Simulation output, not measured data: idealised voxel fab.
The following process module bears the name voxel tone inversion.
Xsec cut, 145 nm wide, square cell size 5 nm.
A cross-section is a grid of square cells, given in bands from the top down. A band is one or more rows of cells.
Basically the band line says how high the top is and how high the bottom is, in nm, and then what's in it from left to right, every material with its width in nm. Empty space shows up as "air", and if a single material carries "everywhere" it runs the full band edge to edge.
Basically, 0 is our baseline, since under it the wafer straight out of the box is all one material. The bottom band has no lower end and keeps on going down, so it looks like "top 0, no bottom".
The width entry "30 to 40" should be interpreted row by row: the top row of cells in the band takes the first number, the bottom row takes the second number, and the change between adjacent rows is uniform throughout.
Where a step carries "left unchanged", the cross-section came out of it unchanged, cell for cell.
Closed empty spaces (no open way to the top) of 8 cells or more are what "Enclosed empty spaces" lists, each as width x height at distance from the left edge, nm for all three.
Text after the settings on a step's line: the simulator's own remark on that step.
The optional step-line setting "overlay nm" applies to steps with a mask and quantifies how far to the right of its planned location the mask lay, a negative value indicating leftward placement.
# These are the steps we planned for the process
1) op RECEIVE | material Si
2) op CONFORMAL_DEP | material SiN | thk nm 5
3) op DIRECTIONAL_DEP | material aC | thk nm 25
4) op PATTERN | tone cover | mask id POSTS | material resist | width nm 15 | pitch nm 35 | thk nm 30 | overlay nm 0
5) op DIRECTIONAL_ETCH | etch materials aC | depth nm 25
6) op STRIP | etch materials resist
7) op FILL_DEP | material lowk | thk nm 5
8) op CMP | height nm 30
9) op STRIP | etch materials aC
10) op CONFORMAL_DEP | material TiN | thk nm 5
11) op FILL_DEP | material W | thk nm 5
12) op CMP | height nm 30
13) op CONFORMAL_DEP | material SiN | thk nm 5
# On the first of the two wafers: run conducted according to plan
# Cross-section, incoming material, after step 1
top 0, no bottom: Si everywhere
Enclosed empty spaces: none
# Wafer section view after processing step 2
top 5, bottom 0: SiN everywhere
Unchanged below 0.
# Wafer section view after processing step 3
top 30, bottom 5: aC everywhere
Unchanged below 5.
# Wafer section view after processing step 4
top 60, bottom 30: 30 nm air  15 nm resist  20 nm air  15 nm resist  20 nm air  15 nm resist  30 nm air
Unchanged below 30.
# Wafer section view after processing step 5
top 35, bottom 30: 30 nm air  15 nm resist  20 nm air  15 nm resist  20 nm air  15 nm resist  30 nm air
top 30, bottom 5: 30 nm air  15 nm aC  20 nm air  15 nm aC  20 nm air  15 nm aC  30 nm air
Unchanged below 5.
# Wafer section view after processing step 6
top 30, bottom 5: 30 nm air  15 nm aC  20 nm air  15 nm aC  20 nm air  15 nm aC  30 nm air
Unchanged below 5.
# Wafer section view after processing step 7
top 35, bottom 30: lowk everywhere
top 30, bottom 5: 30 nm lowk  15 nm aC  20 nm lowk  15 nm aC  20 nm lowk  15 nm aC  30 nm lowk
Unchanged below 5.
# Wafer section view after processing step 8
top 30, bottom 5: 30 nm lowk  15 nm aC  20 nm lowk  15 nm aC  20 nm lowk  15 nm aC  30 nm lowk
Unchanged below 5.
# Wafer section view after processing step 9
top 30, bottom 5: 30 nm lowk  15 nm air  20 nm lowk  15 nm air  20 nm lowk  15 nm air  30 nm lowk
Unchanged below 5.
# Wafer section view after processing step 10
top 35, bottom 30: 35 nm TiN  5 nm air  30 nm TiN  5 nm air  30 nm TiN  5 nm air  35 nm TiN
top 30, bottom 10: 30 nm lowk  5 nm TiN  5 nm air  5 nm TiN  20 nm lowk  5 nm TiN  5 nm air  5 nm TiN  20 nm lowk  5 nm TiN  5 nm air  5 nm TiN  30 nm lowk
top 10, bottom 5: 30 nm lowk  15 nm TiN  20 nm lowk  15 nm TiN  20 nm lowk  15 nm TiN  30 nm lowk
Unchanged below 5.
# Wafer section view after processing step 11
top 40, bottom 35: W everywhere
top 35, bottom 30: 35 nm TiN  5 nm W  30 nm TiN  5 nm W  30 nm TiN  5 nm W  35 nm TiN
top 30, bottom 10: 30 nm lowk  5 nm TiN  5 nm W  5 nm TiN  20 nm lowk  5 nm TiN  5 nm W  5 nm TiN  20 nm lowk  5 nm TiN  5 nm W  5 nm TiN  30 nm lowk
Unchanged below 10.
# Wafer section view after processing step 12
top 30, bottom 10: 30 nm lowk  5 nm TiN  5 nm W  5 nm TiN  20 nm lowk  5 nm TiN  5 nm W  5 nm TiN  20 nm lowk  5 nm TiN  5 nm W  5 nm TiN  30 nm lowk
Unchanged below 10.
# Wafer section view after processing step 13
top 35, bottom 30: SiN everywhere
Unchanged below 30.
# Second wafer, same starting conditions and recipe as the first, one mistake in executing it, nothing differs from the first up to and including step 3
# Cross-section of the second wafer at the time by which step 4 should have been completed according to the plan
top 60, bottom 30: 30 nm air  20 nm resist  15 nm air  20 nm resist  15 nm air  20 nm resist  25 nm air
Unchanged below 30.
# Cross-section of the second wafer at the time by which step 5 should have been completed according to the plan
top 35, bottom 30: 30 nm air  20 nm resist  15 nm air  20 nm resist  15 nm air  20 nm resist  25 nm air
top 30, bottom 5: 30 nm air  20 nm aC  15 nm air  20 nm aC  15 nm air  20 nm aC  25 nm air
Unchanged below 5.
# Cross-section of the second wafer at the time by which step 6 should have been completed according to the plan
top 30, bottom 5: 30 nm air  20 nm aC  15 nm air  20 nm aC  15 nm air  20 nm aC  25 nm air
Unchanged below 5.
# Cross-section of the second wafer at the time by which step 7 should have been completed according to the plan
top 35, bottom 30: lowk everywhere
top 30, bottom 5: 30 nm lowk  20 nm aC  15 nm lowk  20 nm aC  15 nm lowk  20 nm aC  25 nm lowk
Unchanged below 5.
# Cross-section of the second wafer at the time by which step 8 should have been completed according to the plan
top 30, bottom 5: 30 nm lowk  20 nm aC  15 nm lowk  20 nm aC  15 nm lowk  20 nm aC  25 nm lowk
Unchanged below 5.
# Cross-section of the second wafer at the time by which step 9 should have been completed according to the plan
top 30, bottom 5: 30 nm lowk  20 nm air  15 nm lowk  20 nm air  15 nm lowk  20 nm air  25 nm lowk
Unchanged below 5.
# Cross-section of the second wafer at the time by which step 10 should have been completed according to the plan
top 35, bottom 30: 35 nm TiN  10 nm air  25 nm TiN  10 nm air  25 nm TiN  10 nm air  30 nm TiN
top 30, bottom 10: 30 nm lowk  5 nm TiN  10 nm air  5 nm TiN  15 nm lowk  5 nm TiN  10 nm air  5 nm TiN  15 nm lowk  5 nm TiN  10 nm air  5 nm TiN  25 nm lowk
top 10, bottom 5: 30 nm lowk  20 nm TiN  15 nm lowk  20 nm TiN  15 nm lowk  20 nm TiN  25 nm lowk
Unchanged below 5.
# Cross-section of the second wafer at the time by which step 11 should have been completed according to the plan
top 40, bottom 35: W everywhere
top 35, bottom 30: 35 nm TiN  10 nm W  25 nm TiN  10 nm W  25 nm TiN  10 nm W  30 nm TiN
top 30, bottom 10: 30 nm lowk  5 nm TiN  10 nm W  5 nm TiN  15 nm lowk  5 nm TiN  10 nm W  5 nm TiN  15 nm lowk  5 nm TiN  10 nm W  5 nm TiN  25 nm lowk
Unchanged below 10.
# Cross-section of the second wafer at the time by which step 12 should have been completed according to the plan
top 30, bottom 10: 30 nm lowk  5 nm TiN  10 nm W  5 nm TiN  15 nm lowk  5 nm TiN  10 nm W  5 nm TiN  15 nm lowk  5 nm TiN  10 nm W  5 nm TiN  25 nm lowk
Unchanged below 10.
# Cross-section of the second wafer at the time by which step 13 should have been completed according to the plan
top 35, bottom 30: SiN everywhere
Unchanged below 30.
Which mistake was made when the wafer was run? step 4 changed vs plan, executed as op PATTERN | tone cover | mask id POSTS | material resist | width nm 20 | pitch nm 35 | thk nm 30 | overlay nm 0
at the end the second wafer has, in cells: +3 TiN | +12 W | -15 lowk
